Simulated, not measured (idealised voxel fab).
Process module in this document: voxel wiring stack
The cross-section shown here is cut; it is 210 nm wide and divided into square cells measuring 5 nm on a side.
Square cells in a grid make up a cross-section in this document, and the grid is given as bands, listed from the top down, each one or more rows of cells. Look at the band entry: it leads with the top's height and the bottom's height in nm. Then it lists the materials left to right, with a width in nm for each. The word "throughout" on a single material says that material fills the band edge to edge. The word "blank" is empty space. It should be noted that heights are counted from 0, beneath which the wafer as supplied is of one material throughout, and that the lowest band possesses no lower boundary but continues downward, as written in "z 0 and below". The two numbers in a width such as "30->40" mark its ends across the band: the first belongs to the top row of cells, the second to the bottom row, and from each row to the next the width moves by the same amount. What does "identical to before" mean for a step? It means no cell of the cross-section changed in that step. "Enclosed void catalog" enumerates empty spaces isolated from the top, with no open way to it, that contain at least 8 cells, giving each as width x height at distance from the left edge, all three in nm. It should be noted that, on the line of a given step, the content following the step's settings is a remark produced by the simulator itself with respect to that step. The line of a step may include "overlay nm". On a step with a mask, this value is how far to the right of its planned place the mask lay. A negative value means the mask lay to the left.

The planned process steps are enumerated hereunder
1. RECEIVE, material Si
2. CONFORMAL_DEP, material SiO2, thk nm 15
3. DIRECTIONAL_DEP, material TiN, thk nm 5
4. DIRECTIONAL_DEP, material W, thk nm 20
5. MASKED_ETCH, tone cover, mask id METAL_1, width nm 20, pitch nm 35, etch materials W, depth nm 10, overlay nm 0
6. MASKED_ETCH, tone cover, mask id METAL_1, width nm 20, pitch nm 35, etch materials TiN, depth nm 5, overlay nm 0
7. CONFORMAL_DEP, material SiN, thk nm 5
8. FILL_DEP, material SiO2, thk nm 5
9. CMP, height nm 40
10. CONFORMAL_DEP, material SiCN, thk nm 5
11. DIRECTIONAL_DEP, material SiO2, thk nm 35
12. MASKED_ETCH, tone open, mask id METAL_2, width nm 20, pitch nm 35, etch materials SiO2, depth nm 20, overlay nm 0
13. MASKED_ETCH, tone open, mask id METAL_2_HOLES, width nm 15, etch materials SiO2, depth nm 15, overlay nm 0
14. MASKED_ETCH, tone open, mask id METAL_2_HOLES, width nm 15, etch materials SiCN, depth nm 5, overlay nm 0
15. CONFORMAL_DEP, material TiN, thk nm 5
16. FILL_DEP, material Cu, thk nm 5
17. CMP, height nm 80
18. CONFORMAL_DEP, material SiCN, thk nm 5
19. DIRECTIONAL_DEP, material SiO2, thk nm 10
20. MASKED_ETCH, tone open, mask id PLUG_2, width nm 15, pitch nm 35, etch materials SiO2, depth nm 10, overlay nm 0
21. MASKED_ETCH, tone open, mask id PLUG_2, width nm 15, pitch nm 35, etch materials SiCN, depth nm 5, overlay nm 0
22. EPI, material Ru, thk nm 10
23. EPI, material Ru, thk nm 5
24. CONFORMAL_DEP, material SiN, thk nm 5
25. DIRECTIONAL_DEP, material SiO2, thk nm 15
26. PATTERN, tone open, mask id METAL_3, material resist, width nm 20, pitch nm 35, thk nm 20, overlay nm 0
27. DIRECTIONAL_ETCH, etch materials SiO2, depth nm 15
28. DIRECTIONAL_ETCH, etch materials SiN, depth nm 5
29. STRIP, etch materials resist
30. CONFORMAL_DEP, material TiN, thk nm 5
31. FILL_DEP, material W, thk nm 10
32. CMP, height nm 115
33. CONFORMAL_DEP, material SiCN, thk nm 5
34. DIRECTIONAL_DEP, material SiO2, thk nm 35
35. PATTERN, tone open, mask id METAL_4, material resist, width nm 20, pitch nm 35, thk nm 20, overlay nm 0
36. DIRECTIONAL_ETCH, etch materials SiO2, depth nm 20
37. STRIP, etch materials resist
38. DIRECTIONAL_DEP, material aC, thk nm 10
39. PATTERN, tone open, mask id METAL_4_HOLES, material resist, width nm 15, pitch nm 35, thk nm 25, overlay nm 0
40. DIRECTIONAL_ETCH, etch materials aC, depth nm 10
41. STRIP, etch materials resist
42. DIRECTIONAL_ETCH, etch materials SiO2, depth nm 15
43. DIRECTIONAL_ETCH, etch materials SiCN, depth nm 5
44. STRIP, etch materials aC
45. CONFORMAL_DEP, material TiN, thk nm 5
46. FILL_DEP, material Cu, thk nm 10
47. CMP, height nm 155
48. CONFORMAL_DEP, material SiCN, thk nm 5
For this document, wafers share an identical start and vary in the step 5 depth nm; the plan quotes the first wafer's value.

The first of several wafers, as received after step 1, seen in section
* z 0 and below | Si throughout
* Enclosed void catalog: none

Below is a per-wafer table. In it, each row describes the wafer at the end of the module by giving, for each material, the number of cells gained (+) or lost (-) since the wafer was received, and after that the closed voids of the wafer
depth nm 10, +36 Cu, +18 Ru, +153 SiCN, +72 SiN, +827 SiO2, +126 TiN, +112 W, Enclosed void catalog: none
depth nm 15, +36 Cu, +18 Ru, +153 SiCN, +76 SiN, +857 SiO2, +126 TiN, +78 W, Enclosed void catalog: none
depth nm 20, +36 Cu, +18 Ru, +153 SiCN, +84 SiN, +917 SiO2, +92 TiN, +44 W, Enclosed void catalog: none
depth nm 25, +36 Cu, +18 Ru, +153 SiCN, +84 SiN, +917 SiO2, +92 TiN, +44 W, Enclosed void catalog: none
depth nm 30, +36 Cu, +18 Ru, +153 SiCN, +84 SiN, +917 SiO2, +92 TiN, +44 W, Enclosed void catalog: none
depth nm 35, +36 Cu, +18 Ru, +153 SiCN, +84 SiN, +917 SiO2, +92 TiN, +44 W, Enclosed void catalog: none
